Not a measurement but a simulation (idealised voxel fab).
A process module follows: voxel transistor to metal.
Cross-sectional view cut (width: 295 nm; square cell size: 5 nm).
Cross-section spec: square-cell grid; bands listed top down; each band is one or more rows.
What a band's entry tells you: where the top is and where the bottom is, as heights in nm, and after that what lies inside, material by material from left to right, each with its width in nm. Empty space is written as the word "empty", and a single material marked with the word "everywhere" occupies the band from edge to edge.
Heights are measured from 0, the level below which the as-received wafer is all one material; the lowest band has no bottom and continues downward, written as in "0 nm and below".
Read "30->40" as a graded width: first number on top, second number at the bottom, same change between each pair of neighbouring rows.
"all unchanged" -> step changed no cross-section cell.
Empty spaces counting at least 8 cells and having no open way to the top are listed in "closed voids". The notation width x height at distance is used for each, the distance being from the left edge and all three values in nm.
On each step's line, the part that comes after the settings is the simulator's own comment on the step.
Each step line may optionally specify "overlay nm", which for a step with a mask gives the rightward distance between the mask's planned place and where it lay, a negative value indicating the leftward direction.
### Set out below are the planned steps of the process
- 1: RECEIVE [material Si]
- 2: OXIDIZE [depth nm 5]
- 3: CONFORMAL_DEP [material SiN] [thk nm 10]
- 4: PATTERN [tone cover] [mask id ACTIVE] [material resist] [width nm 110] [pitch nm 130] [thk nm 15] [overlay nm 0]
- 5: DIRECTIONAL_ETCH [etch materials SiN] [depth nm 10]
- 6: DIRECTIONAL_ETCH [etch materials SiO2] [depth nm 5]
- 7: DIRECTIONAL_ETCH [etch materials Si] [depth nm 35]
- 8: STRIP [etch materials resist]
- 9: FILL_DEP [material SiO2] [thk nm 5]
- 10: CMP [height nm 10]
- 11: SELECTIVE_ETCH [etch materials SiO2] [depth nm 10]
- 12: STRIP [etch materials SiN]
- 13: SELECTIVE_ETCH [etch materials SiO2] [depth nm 5]
- 14: OXIDIZE [depth nm 5]
- 15: DIRECTIONAL_DEP [material polySi] [thk nm 25]
- 16: DIRECTIONAL_DEP [material SiCN] [thk nm 10]
- 17: MASKED_ETCH [tone cover] [mask id GATE] [width nm 30] [pitch nm 130] [etch materials SiCN] [depth nm 20] [overlay nm 0]
- 18: MASKED_ETCH [tone cover] [mask id GATE] [width nm 30] [pitch nm 130] [etch materials polySi] [depth nm 35] [overlay nm 0]
- 19: CONFORMAL_DEP [material SiN] [thk nm 5]
- 20: DIRECTIONAL_ETCH [etch materials SiN] [depth nm 5]
- 21: DIRECTIONAL_ETCH [etch materials SiO2] [depth nm 5]
- 22: DIRECTIONAL_ETCH [etch materials Si] [depth nm 15]
- 23: EPI [material nSi] [thk nm 15]
- 24: FILL_DEP [material SiO2] [thk nm 10]
- 25: CMP [height nm 20]
- 26: STRIP [etch materials polySi]
- 27: SELECTIVE_ETCH [etch materials SiO2] [depth nm 5]
- 28: CONFORMAL_DEP [material HfO2] [thk nm 5]
- 29: CONFORMAL_DEP [material TiN] [thk nm 5]
- 30: FILL_DEP [material W] [thk nm 5]
- 31: CMP [height nm 15]
- 32: DIRECTIONAL_DEP [material SiO2] [thk nm 15]
- 33: PATTERN [tone open] [mask id CONTACT] [material resist] [width nm 15] [thk nm 20] [overlay nm 0]
- 34: DIRECTIONAL_ETCH [etch materials SiO2] [depth nm 40]
- 35: STRIP [etch materials resist]
- 36: CONFORMAL_DEP [material TiN] [thk nm 5]
- 37: FILL_DEP [material Ru] [thk nm 10]
- 38: CMP [height nm 30]
- 39: DIRECTIONAL_DEP [material TiN] [thk nm 5]
- 40: DIRECTIONAL_DEP [material W] [thk nm 15]
- 41: PATTERN [tone cover] [mask id METAL_1] [material resist] [width nm 15] [thk nm 20] [overlay nm 0]
- 42: DIRECTIONAL_ETCH [etch materials W] [depth nm 15]
- 43: DIRECTIONAL_ETCH [etch materials TiN] [depth nm 5]
- 44: STRIP [etch materials resist]
- 45: CONFORMAL_DEP [material SiCN] [thk nm 5]
- 46: FILL_DEP [material lowk] [thk nm 10]
- 47: CMP [height nm 50]
- 48: CONFORMAL_DEP [material SiCN] [thk nm 5]
### Cross-section, incoming material, after step 1
> 0 nm and below: Si everywhere
> closed voids: none
### Post-module cross-section: identical start and plan to those above, one misstep in execution
> 55 nm to 50 nm: SiCN everywhere
> 50 nm to 35 nm: lowk 30 nm, SiCN 5 nm, W 15 nm, SiCN 5 nm, lowk 50 nm, SiCN 5 nm, W 15 nm, SiCN 5 nm, lowk 30 nm, SiCN 5 nm, W 15 nm, SiCN 5 nm, lowk 50 nm, SiCN 5 nm, W 15 nm, SiCN 5 nm, lowk 35 nm
> 35 nm to 30 nm: SiCN 35 nm, TiN 15 nm, SiCN 60 nm, TiN 15 nm, SiCN 40 nm, TiN 15 nm, SiCN 60 nm, TiN 15 nm, SiCN 40 nm
> 30 nm to 15 nm: SiO2 35 nm, TiN 5 nm, Ru 5 nm, TiN 5 nm, SiO2 60 nm, TiN 5 nm, Ru 5 nm, TiN 5 nm, SiO2 40 nm, TiN 5 nm, Ru 5 nm, TiN 5 nm, SiO2 60 nm, TiN 5 nm, Ru 5 nm, TiN 5 nm, SiO2 40 nm
> 15 nm to 0 nm: SiO2 35 nm, TiN 5 nm, Ru 5 nm, TiN 5 nm, SiO2 10 nm, SiN 5 nm, HfO2 5 nm, TiN 5 nm, W 10 nm, TiN 5 nm, HfO2 5 nm, SiN 5 nm, SiO2 10 nm, TiN 5 nm, Ru 5 nm, TiN 5 nm, SiO2 40 nm, TiN 5 nm, Ru 5 nm, TiN 5 nm, SiO2 10 nm, SiN 5 nm, HfO2 5 nm, TiN 5 nm, W 10 nm, TiN 5 nm, HfO2 5 nm, SiN 5 nm, SiO2 10 nm, TiN 5 nm, Ru 5 nm, TiN 5 nm, SiO2 40 nm
> 0 nm to -5 nm: SiO2 35 nm, TiN 5 nm, Ru 5 nm, TiN 5 nm, SiO2 10 nm, SiN 5 nm, HfO2 5 nm, TiN 20 nm, HfO2 5 nm, SiN 5 nm, SiO2 10 nm, TiN 5 nm, Ru 5 nm, TiN 5 nm, SiO2 40 nm, TiN 5 nm, Ru 5 nm, TiN 5 nm, SiO2 10 nm, SiN 5 nm, HfO2 5 nm, TiN 20 nm, HfO2 5 nm, SiN 5 nm, SiO2 10 nm, TiN 5 nm, Ru 5 nm, TiN 5 nm, SiO2 40 nm
> -5 nm to -10 nm: SiO2 35 nm, TiN 15 nm, SiO2 10 nm, HfO2 40 nm, SiO2 10 nm, TiN 15 nm, SiO2 40 nm, TiN 15 nm, SiO2 10 nm, HfO2 40 nm, SiO2 10 nm, TiN 15 nm, SiO2 40 nm
> -10 nm to -15 nm: SiO2 everywhere
> -15 nm to -40 nm: SiO2 25 nm, Si 110 nm, SiO2 20 nm, Si 110 nm, SiO2 30 nm
> -40 nm and below: Si everywhere
> closed voids: none
The mistake made against the process plan was this: not per plan at step 14, really ran OXIDIZE [depth nm 10]
